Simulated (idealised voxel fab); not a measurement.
The process module that follows is named voxel double patterning.
The figure presents cross-section cut, which has a width of 200 nm and is divided into square cells with an edge length of 5 nm.
Cross-section = grid of square cells, listed top down in bands; band = one or more rows.
First you get the band's top height and its bottom height, in nm, and then the materials it's made of, left to right, with each width in nm. If you see a single material with "throughout", that one covers the band edge to edge. "empty" is empty space.
Height datum 0, below which the as-received substrate wafer is one material. Lowest band open at the bottom, running downward: "from 0 down".
Think of "30..40" as a width that walks from the first number to the second as you go down the band, top row to bottom row, taking equal-sized steps from row to row.
Where a step carries "nothing got changed", the cross-section came out of it unchanged, cell for cell.
If an empty space has no open way to the top and is at least 8 cells in size, "Completely enclosed voids" lists it, written width x height at distance, where distance is measured from the left edge and every value is in nm.
Text after the settings on a step's line: the simulator's own remark on that step.
The setting "overlay nm" may be written on the line of a step. When the step uses a mask, the value reports how far to the right of the planned place the mask lay, and a negative value reports that it lay to the left.

### The following list gives the planned process steps
1) RECEIVE (material Si)
2) CONFORMAL_DEP (material SiO2; thk nm 10)
3) DIRECTIONAL_DEP (material TiN; thk nm 15)
4) DIRECTIONAL_DEP (material SiCN; thk nm 10)
5) DIRECTIONAL_DEP (material aC; thk nm 15)
6) PATTERN (tone open; mask id FIRST; material resist; width nm 15; pitch nm 50; thk nm 35; overlay nm 0)
7) DIRECTIONAL_ETCH (etch materials aC; depth nm 15)
8) STRIP (etch materials resist)
9) DIRECTIONAL_ETCH (etch materials SiCN; depth nm 10)
10) STRIP (etch materials aC)
11) PATTERN (tone open; mask id SECOND; material resist; width nm 15; pitch nm 50; thk nm 20; overlay nm 0)
12) DIRECTIONAL_ETCH (etch materials SiCN; depth nm 10)
13) STRIP (etch materials resist)
14) DIRECTIONAL_ETCH (etch materials TiN; depth nm 15)
15) STRIP (etch materials SiCN)

### Received-state cross-section, reflecting completion of step 1
> from 0 down | Si throughout
> Completely enclosed voids: none

### End state of the module in cross-section, given the above starting point and plan and one mistake in execution
> from 25 to 10 | TiN: 40  empty: 20  TiN: 5  empty: 15  TiN: 10  empty: 20  TiN: 5  empty: 15  TiN: 10  empty: 20  TiN: 40
> from 10 to 0 | SiO2 throughout
> from 0 down | Si throughout
> Completely enclosed voids: none
Finding, execution versus plan: it should be noted that step 6 was executed with settings other than those planned, the operation and settings actually applied being PATTERN (tone open; mask id FIRST; material resist; width nm 20; pitch nm 50; thk nm 35; overlay nm 0)
